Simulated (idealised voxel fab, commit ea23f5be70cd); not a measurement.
The document below concerns the process module designated voxel self aligned contacts.
It is cross-section cut that appears here, measuring 260 nm in width, its square cells being 5 nm in size.
The cross-sections in this document take the form of a grid made of square cells. They are written out as bands, in order from top to bottom. Each band consists of one or more rows of cells. Top, bottom (nm), then materials left to right with widths (nm); lone material tagged "edge to edge" fills the whole band edge to edge; "empty" = empty space. Heights are reckoned from 0. Under this level, the received wafer is all of one material. The bottommost band is open-ended downward, for example "top 0, no bottom". It should be noted that a width expressed as "30 to 40" varies in equal increments from row to row of cells within the band, taking the value of the first number at the top row and that of the second number at the bottom row. Key: "remained unchanged" - step with no changed cell in the cross-section. Closed empty spaces (no open way to the top) of 8 cells or more are what "Closed-off voids" lists, each as width x height at distance from the left edge, nm for all three. after a step's settings: what the simulator itself notes on the step. A step's line can hold "overlay nm"; with a mask on that step, the setting says how far right of the planned place the mask lay, while a negative setting says it lay to the left.

The following list gives the planned process steps
1,RECEIVE with material Si
2,CONFORMAL_DEP with material SiO2, thk nm 5
3,DIRECTIONAL_DEP with material polySi, thk nm 30
4,DIRECTIONAL_DEP with material SiN, thk nm 25
5,MASKED_ETCH with tone cover, mask id GATE, width nm 25, pitch nm 60, etch materials SiN, depth nm 25, overlay nm 0
6,MASKED_ETCH with tone cover, mask id GATE, width nm 25, pitch nm 60, etch materials polySi, depth nm 30, overlay nm 0
7,CONFORMAL_DEP with material SiN, thk nm 10
8,DIRECTIONAL_ETCH with etch materials SiN, depth nm 10
9,FILL_DEP with material SiO2, thk nm 15
10,CMP with height nm 65
11,MASKED_ETCH with tone open, mask id CONTACT, width nm 45, pitch nm 60, etch materials SiO2, depth nm 65, overlay nm 0
12,CONFORMAL_DEP with material TiN, thk nm 5
13,FILL_DEP with material W, thk nm 5
14,CMP with height nm 65
15,CONFORMAL_DEP with material SiCN, thk nm 5

The first of two wafers, run as planned

Wafer at receipt (post step 1), cross-section
    top 0, no bottom | Si edge to edge
    Closed-off voids: none

The wafer in cross-section once step 2 is complete
    top 5, bottom 0 | SiO2 edge to edge
    Everything under 0 stays put, no change at all.

The wafer in cross-section once step 3 is complete
    top 35, bottom 5 | polySi edge to edge
    Everything under 5 stays put, no change at all.

The wafer in cross-section once step 4 is complete
    top 60, bottom 35 | SiN edge to edge
    Everything under 35 stays put, no change at all.

The wafer in cross-section once step 5 is complete
    top 60, bottom 35 | 55 of empty, then 25 of SiN, then 35 of empty, then 25 of SiN, then 35 of empty, then 25 of SiN, then 60 of empty
    Everything under 35 stays put, no change at all.

The wafer in cross-section once step 6 is complete
    top 60, bottom 35 | 55 of empty, then 25 of SiN, then 35 of empty, then 25 of SiN, then 35 of empty, then 25 of SiN, then 60 of empty
    top 35, bottom 5 | 55 of empty, then 25 of polySi, then 35 of empty, then 25 of polySi, then 35 of empty, then 25 of polySi, then 60 of empty
    Everything under 5 stays put, no change at all.

The wafer in cross-section once step 7 is complete
    top 70, bottom 35 | 45 of empty, then 45 of SiN, then 15 of empty, then 45 of SiN, then 15 of empty, then 45 of SiN, then 50 of empty
    top 35, bottom 15 | 45 of empty, then 10 of SiN, then 25 of polySi, then 10 of SiN, then 15 of empty, then 10 of SiN, then 25 of polySi, then 10 of SiN, then 15 of empty, then 10 of SiN, then 25 of polySi, then 10 of SiN, then 50 of empty
    top 15, bottom 5 | 55 of SiN, then 25 of polySi, then 35 of SiN, then 25 of polySi, then 35 of SiN, then 25 of polySi, then 60 of SiN
    Everything under 5 stays put, no change at all.

The wafer in cross-section once step 8 is complete
    top 60, bottom 35 | 45 of empty, then 45 of SiN, then 15 of empty, then 45 of SiN, then 15 of empty, then 45 of SiN, then 50 of empty
    top 35, bottom 5 | 45 of empty, then 10 of SiN, then 25 of polySi, then 10 of SiN, then 15 of empty, then 10 of SiN, then 25 of polySi, then 10 of SiN, then 15 of empty, then 10 of SiN, then 25 of polySi, then 10 of SiN, then 50 of empty
    Everything under 5 stays put, no change at all.

The wafer in cross-section once step 9 is complete
    top 75, bottom 60 | SiO2 edge to edge
    top 60, bottom 35 | 45 of SiO2, then 45 of SiN, then 15 of SiO2, then 45 of SiN, then 15 of SiO2, then 45 of SiN, then 50 of SiO2
    top 35, bottom 5 | 45 of SiO2, then 10 of SiN, then 25 of polySi, then 10 of SiN, then 15 of SiO2, then 10 of SiN, then 25 of polySi, then 10 of SiN, then 15 of SiO2, then 10 of SiN, then 25 of polySi, then 10 of SiN, then 50 of SiO2
    Everything under 5 stays put, no change at all.

The wafer in cross-section once step 10 is complete
    top 65, bottom 60 | SiO2 edge to edge
    Everything under 60 stays put, no change at all.

The wafer in cross-section once step 11 is complete
    top 65, bottom 60 | 75 of SiO2, then 45 of empty, then 15 of SiO2, then 45 of empty, then 80 of SiO2
    top 60, bottom 35 | 45 of SiO2, then 45 of SiN, then 15 of empty, then 45 of SiN, then 15 of empty, then 45 of SiN, then 50 of SiO2
    top 35, bottom 5 | 45 of SiO2, then 10 of SiN, then 25 of polySi, then 10 of SiN, then 15 of empty, then 10 of SiN, then 25 of polySi, then 10 of SiN, then 15 of empty, then 10 of SiN, then 25 of polySi, then 10 of SiN, then 50 of SiO2
    top 5, bottom 0 | 90 of SiO2, then 15 of empty, then 45 of SiO2, then 15 of empty, then 95 of SiO2
    Everything under 0 stays put, no change at all.

The wafer in cross-section once step 12 is complete
    top 70, bottom 65 | 80 of TiN, then 35 of empty, then 25 of TiN, then 35 of empty, then 85 of TiN
    top 65, bottom 60 | 75 of SiO2, then 20 of TiN, then 5 of empty, then 20 of TiN, then 15 of SiO2, then 20 of TiN, then 5 of empty, then 20 of TiN, then 80 of SiO2
    top 60, bottom 35 | 45 of SiO2, then 45 of SiN, then 5 of TiN, then 5 of empty, then 5 of TiN, then 45 of SiN, then 5 of TiN, then 5 of empty, then 5 of TiN, then 45 of SiN, then 50 of SiO2
    top 35, bottom 5 | 45 of SiO2, then 10 of SiN, then 25 of polySi, then 10 of SiN, then 5 of TiN, then 5 of empty, then 5 of TiN, then 10 of SiN, then 25 of polySi, then 10 of SiN, then 5 of TiN, then 5 of empty, then 5 of TiN, then 10 of SiN, then 25 of polySi, then 10 of SiN, then 50 of SiO2
    top 5, bottom 0 | 90 of SiO2, then 15 of TiN, then 45 of SiO2, then 15 of TiN, then 95 of SiO2
    Everything under 0 stays put, no change at all.

The wafer in cross-section once step 13 is complete
    top 75, bottom 70 | W edge to edge
    top 70, bottom 65 | 80 of TiN, then 35 of W, then 25 of TiN, then 35 of W, then 85 of TiN
    top 65, bottom 60 | 75 of SiO2, then 20 of TiN, then 5 of W, then 20 of TiN, then 15 of SiO2, then 20 of TiN, then 5 of W, then 20 of TiN, then 80 of SiO2
    top 60, bottom 35 | 45 of SiO2, then 45 of SiN, then 5 of TiN, then 5 of W, then 5 of TiN, then 45 of SiN, then 5 of TiN, then 5 of W, then 5 of TiN, then 45 of SiN, then 50 of SiO2
    top 35, bottom 5 | 45 of SiO2, then 10 of SiN, then 25 of polySi, then 10 of SiN, then 5 of TiN, then 5 of W, then 5 of TiN, then 10 of SiN, then 25 of polySi, then 10 of SiN, then 5 of TiN, then 5 of W, then 5 of TiN, then 10 of SiN, then 25 of polySi, then 10 of SiN, then 50 of SiO2
    Everything under 5 stays put, no change at all.

The wafer in cross-section once step 14 is complete
    top 65, bottom 60 | 75 of SiO2, then 20 of TiN, then 5 of W, then 20 of TiN, then 15 of SiO2, then 20 of TiN, then 5 of W, then 20 of TiN, then 80 of SiO2
    Everything under 60 stays put, no change at all.

The wafer in cross-section once step 15 is complete
    top 70, bottom 65 | SiCN edge to edge
    Everything under 65 stays put, no change at all.

It is to be noted that the second wafer proceeded from the same initial state and according to the same plan as the first, although one mistake was committed in its execution; through step 4, inclusive, the two wafers share an identical history

At the planned end of step 5, the second wafer in cross-section
    top 60, bottom 35 | 50 of empty, then 35 of SiN, then 25 of empty, then 35 of SiN, then 25 of empty, then 35 of SiN, then 55 of empty
    Everything under 35 stays put, no change at all.

At the planned end of step 6, the second wafer in cross-section
    top 60, bottom 35 | 50 of empty, then 35 of SiN, then 25 of empty, then 35 of SiN, then 25 of empty, then 35 of SiN, then 55 of empty
    top 35, bottom 5 | 50 of empty, then 35 of polySi, then 25 of empty, then 35 of polySi, then 25 of empty, then 35 of polySi, then 55 of empty
    Everything under 5 stays put, no change at all.

At the planned end of step 7, the second wafer in cross-section
    top 70, bottom 35 | 40 of empty, then 55 of SiN, then 5 of empty, then 55 of SiN, then 5 of empty, then 55 of SiN, then 45 of empty
    top 35, bottom 15 | 40 of empty, then 10 of SiN, then 35 of polySi, then 10 of SiN, then 5 of empty, then 10 of SiN, then 35 of polySi, then 10 of SiN, then 5 of empty, then 10 of SiN, then 35 of polySi, then 10 of SiN, then 45 of empty
    top 15, bottom 5 | 50 of SiN, then 35 of polySi, then 25 of SiN, then 35 of polySi, then 25 of SiN, then 35 of polySi, then 55 of SiN
    Everything under 5 stays put, no change at all.

At the planned end of step 8, the second wafer in cross-section
    top 60, bottom 35 | 40 of empty, then 55 of SiN, then 5 of empty, then 55 of SiN, then 5 of empty, then 55 of SiN, then 45 of empty
    top 35, bottom 5 | 40 of empty, then 10 of SiN, then 35 of polySi, then 10 of SiN, then 5 of empty, then 10 of SiN, then 35 of polySi, then 10 of SiN, then 5 of empty, then 10 of SiN, then 35 of polySi, then 10 of SiN, then 45 of empty
    Everything under 5 stays put, no change at all.

At the planned end of step 9, the second wafer in cross-section
    top 75, bottom 60 | SiO2 edge to edge
    top 60, bottom 35 | 40 of SiO2, then 55 of SiN, then 5 of SiO2, then 55 of SiN, then 5 of SiO2, then 55 of SiN, then 45 of SiO2
    top 35, bottom 5 | 40 of SiO2, then 10 of SiN, then 35 of polySi, then 10 of SiN, then 5 of SiO2, then 10 of SiN, then 35 of polySi, then 10 of SiN, then 5 of SiO2, then 10 of SiN, then 35 of polySi, then 10 of SiN, then 45 of SiO2
    Everything under 5 stays put, no change at all.

At the planned end of step 10, the second wafer in cross-section
    top 65, bottom 60 | SiO2 edge to edge
    Everything under 60 stays put, no change at all.

At the planned end of step 11, the second wafer in cross-section
    top 65, bottom 60 | 75 of SiO2, then 45 of empty, then 15 of SiO2, then 45 of empty, then 80 of SiO2
    top 60, bottom 35 | 40 of SiO2, then 55 of SiN, then 5 of empty, then 55 of SiN, then 5 of empty, then 55 of SiN, then 45 of SiO2
    top 35, bottom 5 | 40 of SiO2, then 10 of SiN, then 35 of polySi, then 10 of SiN, then 5 of empty, then 10 of SiN, then 35 of polySi, then 10 of SiN, then 5 of empty, then 10 of SiN, then 35 of polySi, then 10 of SiN, then 45 of SiO2
    top 5, bottom 0 | 95 of SiO2, then 5 of empty, then 55 of SiO2, then 5 of empty, then 100 of SiO2
    Everything under 0 stays put, no change at all.

At the planned end of step 12, the second wafer in cross-section
    top 70, bottom 65 | 80 of TiN, then 35 of empty, then 25 of TiN, then 35 of empty, then 85 of TiN
    top 65, bottom 60 | 75 of SiO2, then 45 of TiN, then 15 of SiO2, then 45 of TiN, then 80 of SiO2
    top 60, bottom 35 | 40 of SiO2, then 55 of SiN, then 5 of TiN, then 55 of SiN, then 5 of TiN, then 55 of SiN, then 45 of SiO2
    top 35, bottom 5 | 40 of SiO2, then 10 of SiN, then 35 of polySi, then 10 of SiN, then 5 of TiN, then 10 of SiN, then 35 of polySi, then 10 of SiN, then 5 of TiN, then 10 of SiN, then 35 of polySi, then 10 of SiN, then 45 of SiO2
    top 5, bottom 0 | 95 of SiO2, then 5 of TiN, then 55 of SiO2, then 5 of TiN, then 100 of SiO2
    Everything under 0 stays put, no change at all.

At the planned end of step 13, the second wafer in cross-section
    top 75, bottom 70 | W edge to edge
    top 70, bottom 65 | 80 of TiN, then 35 of W, then 25 of TiN, then 35 of W, then 85 of TiN
    Everything under 65 stays put, no change at all.

At the planned end of step 14, the second wafer in cross-section
    top 65, bottom 60 | 75 of SiO2, then 45 of TiN, then 15 of SiO2, then 45 of TiN, then 80 of SiO2
    Everything under 60 stays put, no change at all.

At the planned end of step 15, the second wafer in cross-section
    top 70, bottom 65 | SiCN edge to edge
    Everything under 65 stays put, no change at all.
Deviation from plan: step 5 was not run as planned; what actually ran was MASKED_ETCH with tone cover, mask id GATE, width nm 35, pitch nm 60, etch materials SiN, depth nm 25, overlay nm 0
Wrapping up, a cell-based count of both wafers puts the second over or under the first for these materials: SiN +30 | SiO2 -18 | TiN -24 | W -24 | polySi +36
